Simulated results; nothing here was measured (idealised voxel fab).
Herein follows the process module entitled voxel self aligned vias.
This is section cut - it's 255 nm across, gridded in 5 nm square cells.
In this document a cross-section is written as a grid of square cells. It is given as a series of bands, listed from the top down, and a band is one or more rows of cells.
Within each band entry, the heights of the top and of the bottom of the band appear first, in that order and in nm; the materials of the band then follow from left to right, each with its corresponding width in nm. The designation "edge to edge" on a single material indicates that it fills the band from edge to edge; the designation "empty" indicates empty space.
Heads up on the height convention: 0 is the point under which the incoming wafer is all one material, and the lowest band has no bottom, it just keeps going down, like "0 and below".
Per-row width for "30->40": begins at first number (top row of band), ends at second number (bottom row), increment between rows held constant.
The cross-section has no changed cell in any step marked "remained the same".
"Enclosed voids": empty spaces of 8 cells or more with no open way to the top, each given as width x height at distance, distance from the left edge, all in nm.
What comes after the settings on a step's line is commentary from the simulator itself on that step.
"overlay nm" answers the question of how far to the right of plan the mask lay on a step that has a mask, and when it is negative the answer is to the left.
Planned process steps
1 RECEIVE | material Si
2 CONFORMAL_DEP | material SiO2 | thk nm 15
3 CONFORMAL_DEP | material SiCN | thk nm 5
4 DIRECTIONAL_DEP | material SiO2 | thk nm 20
5 PATTERN | tone open | mask id LINES | material resist | width nm 30 | pitch nm 80 | thk nm 20 | overlay nm 0
6 DIRECTIONAL_ETCH | etch materials SiO2 | depth nm 20
7 STRIP | etch materials resist
8 CONFORMAL_DEP | material TiN | thk nm 5
9 FILL_DEP | material W | thk nm 10
10 CMP | height nm 40
11 SELECTIVE_ETCH | etch materials W Ru TiN | depth nm 5
12 FILL_DEP | material SiN | thk nm 10
13 CMP | height nm 40
14 DIRECTIONAL_DEP | material SiO2 | thk nm 20
15 DIRECTIONAL_DEP | material aC | thk nm 15
16 PATTERN | tone open | mask id VIAS | material resist | width nm 50 | thk nm 30 | overlay nm 0
17 DIRECTIONAL_ETCH | etch materials aC | depth nm 15
18 STRIP | etch materials resist
19 DIRECTIONAL_ETCH | etch materials SiO2 | depth nm 20
20 DIRECTIONAL_ETCH | etch materials SiN | depth nm 5
21 STRIP | etch materials aC
22 CONFORMAL_DEP | material TiN | thk nm 5
23 FILL_DEP | material Cu | thk nm 5
24 CMP | height nm 60
25 CONFORMAL_DEP | material SiN | thk nm 5
First of two wafers: run as planned
Cross-section of the wafer upon arrival, representing the state reached after step 1
    0 and below | Si edge to edge
    Enclosed voids: none
How the wafer stands in section after step 2
    15 down to 0 | SiO2 edge to edge
    below 0: unchanged
How the wafer stands in section after step 3
    20 down to 15 | SiCN edge to edge
    below 15: unchanged
How the wafer stands in section after step 4
    40 down to 20 | SiO2 edge to edge
    below 20: unchanged
How the wafer stands in section after step 5
    60 down to 40 | resist (70); empty (30); resist (50); empty (30); resist (75)
    below 40: unchanged
How the wafer stands in section after step 6
    60 down to 40 | resist (70); empty (30); resist (50); empty (30); resist (75)
    40 down to 20 | SiO2 (70); empty (30); SiO2 (50); empty (30); SiO2 (75)
    below 20: unchanged
How the wafer stands in section after step 7
    40 down to 20 | SiO2 (70); empty (30); SiO2 (50); empty (30); SiO2 (75)
    below 20: unchanged
How the wafer stands in section after step 8
    45 down to 40 | TiN (75); empty (20); TiN (60); empty (20); TiN (80)
    40 down to 25 | SiO2 (70); TiN (5); empty (20); TiN (5); SiO2 (50); TiN (5); empty (20); TiN (5); SiO2 (75)
    25 down to 20 | SiO2 (70); TiN (30); SiO2 (50); TiN (30); SiO2 (75)
    below 20: unchanged
How the wafer stands in section after step 9
    55 down to 45 | W edge to edge
    45 down to 40 | TiN (75); W (20); TiN (60); W (20); TiN (80)
    40 down to 25 | SiO2 (70); TiN (5); W (20); TiN (5); SiO2 (50); TiN (5); W (20); TiN (5); SiO2 (75)
    below 25: unchanged
How the wafer stands in section after step 10
    40 down to 25 | SiO2 (70); TiN (5); W (20); TiN (5); SiO2 (50); TiN (5); W (20); TiN (5); SiO2 (75)
    below 25: unchanged
How the wafer stands in section after step 11
    40 down to 35 | SiO2 (70); empty (30); SiO2 (50); empty (30); SiO2 (75)
    below 35: unchanged
How the wafer stands in section after step 12
    50 down to 40 | SiN edge to edge
    40 down to 35 | SiO2 (70); SiN (30); SiO2 (50); SiN (30); SiO2 (75)
    below 35: unchanged
How the wafer stands in section after step 13
    40 down to 35 | SiO2 (70); SiN (30); SiO2 (50); SiN (30); SiO2 (75)
    below 35: unchanged
How the wafer stands in section after step 14
    60 down to 40 | SiO2 edge to edge
    below 40: unchanged
How the wafer stands in section after step 15
    75 down to 60 | aC edge to edge
    below 60: unchanged
How the wafer stands in section after step 16
    105 down to 75 | resist (60); empty (50); resist (145)
    below 75: unchanged
How the wafer stands in section after step 17
    90 down to 75 | resist (60); empty (50); resist (145)
    75 down to 60 | aC (60); empty (50); aC (145)
    below 60: unchanged
How the wafer stands in section after step 18
    75 down to 60 | aC (60); empty (50); aC (145)
    below 60: unchanged
How the wafer stands in section after step 19
    75 down to 60 | aC (60); empty (50); aC (145)
    60 down to 40 | SiO2 (60); empty (50); SiO2 (145)
    below 40: unchanged
How the wafer stands in section after step 20
    75 down to 60 | aC (60); empty (50); aC (145)
    60 down to 40 | SiO2 (60); empty (50); SiO2 (145)
    40 down to 35 | SiO2 (70); empty (30); SiO2 (50); SiN (30); SiO2 (75)
    below 35: unchanged
How the wafer stands in section after step 21
    60 down to 40 | SiO2 (60); empty (50); SiO2 (145)
    below 40: unchanged
How the wafer stands in section after step 22
    65 down to 60 | TiN (65); empty (40); TiN (150)
    60 down to 45 | SiO2 (60); TiN (5); empty (40); TiN (5); SiO2 (145)
    45 down to 40 | SiO2 (60); TiN (15); empty (20); TiN (15); SiO2 (145)
    40 down to 35 | SiO2 (70); TiN (30); SiO2 (50); SiN (30); SiO2 (75)
    below 35: unchanged
How the wafer stands in section after step 23
    70 down to 65 | Cu edge to edge
    65 down to 60 | TiN (65); Cu (40); TiN (150)
    60 down to 45 | SiO2 (60); TiN (5); Cu (40); TiN (5); SiO2 (145)
    45 down to 40 | SiO2 (60); TiN (15); Cu (20); TiN (15); SiO2 (145)
    below 40: unchanged
How the wafer stands in section after step 24
    60 down to 45 | SiO2 (60); TiN (5); Cu (40); TiN (5); SiO2 (145)
    below 45: unchanged
How the wafer stands in section after step 25
    65 down to 60 | SiN edge to edge
    below 60: unchanged
Second wafer - shared start and plan with the first - one error in running - same as the first up to step 15 inclusive
Second wafer, cross-section, planned end of step 16
    105 down to 75 | resist (65); empty (50); resist (140)
    below 75: unchanged
Second wafer, cross-section, planned end of step 17
    90 down to 75 | resist (65); empty (50); resist (140)
    75 down to 60 | aC (65); empty (50); aC (140)
    below 60: unchanged
Second wafer, cross-section, planned end of step 18
    75 down to 60 | aC (65); empty (50); aC (140)
    below 60: unchanged
Second wafer, cross-section, planned end of step 19
    75 down to 60 | aC (65); empty (50); aC (140)
    60 down to 40 | SiO2 (65); empty (50); SiO2 (140)
    below 40: unchanged
Second wafer, cross-section, planned end of step 20
    75 down to 60 | aC (65); empty (50); aC (140)
    60 down to 40 | SiO2 (65); empty (50); SiO2 (140)
    40 down to 35 | SiO2 (70); empty (30); SiO2 (50); SiN (30); SiO2 (75)
    below 35: unchanged
Second wafer, cross-section, planned end of step 21
    60 down to 40 | SiO2 (65); empty (50); SiO2 (140)
    below 40: unchanged
Second wafer, cross-section, planned end of step 22
    65 down to 60 | TiN (70); empty (40); TiN (145)
    60 down to 45 | SiO2 (65); TiN (5); empty (40); TiN (5); SiO2 (140)
    45 down to 40 | SiO2 (65); TiN (10); empty (20); TiN (20); SiO2 (140)
    40 down to 35 | SiO2 (70); TiN (30); SiO2 (50); SiN (30); SiO2 (75)
    below 35: unchanged
Second wafer, cross-section, planned end of step 23
    70 down to 65 | Cu edge to edge
    65 down to 60 | TiN (70); Cu (40); TiN (145)
    60 down to 45 | SiO2 (65); TiN (5); Cu (40); TiN (5); SiO2 (140)
    45 down to 40 | SiO2 (65); TiN (10); Cu (20); TiN (20); SiO2 (140)
    below 40: unchanged
Second wafer, cross-section, planned end of step 24
    60 down to 45 | SiO2 (65); TiN (5); Cu (40); TiN (5); SiO2 (140)
    below 45: unchanged
Second wafer, cross-section, planned end of step 25
    65 down to 60 | SiN edge to edge
    below 60: unchanged
The mistake made against the process plan was this: step 16 went in with a setting other than planned; the actual run was PATTERN | tone open | mask id VIAS | material resist | width nm 50 | thk nm 30 | overlay nm 5
At the end, the second wafer has the same number of cells of each material as the first, but those cells sit in other places.
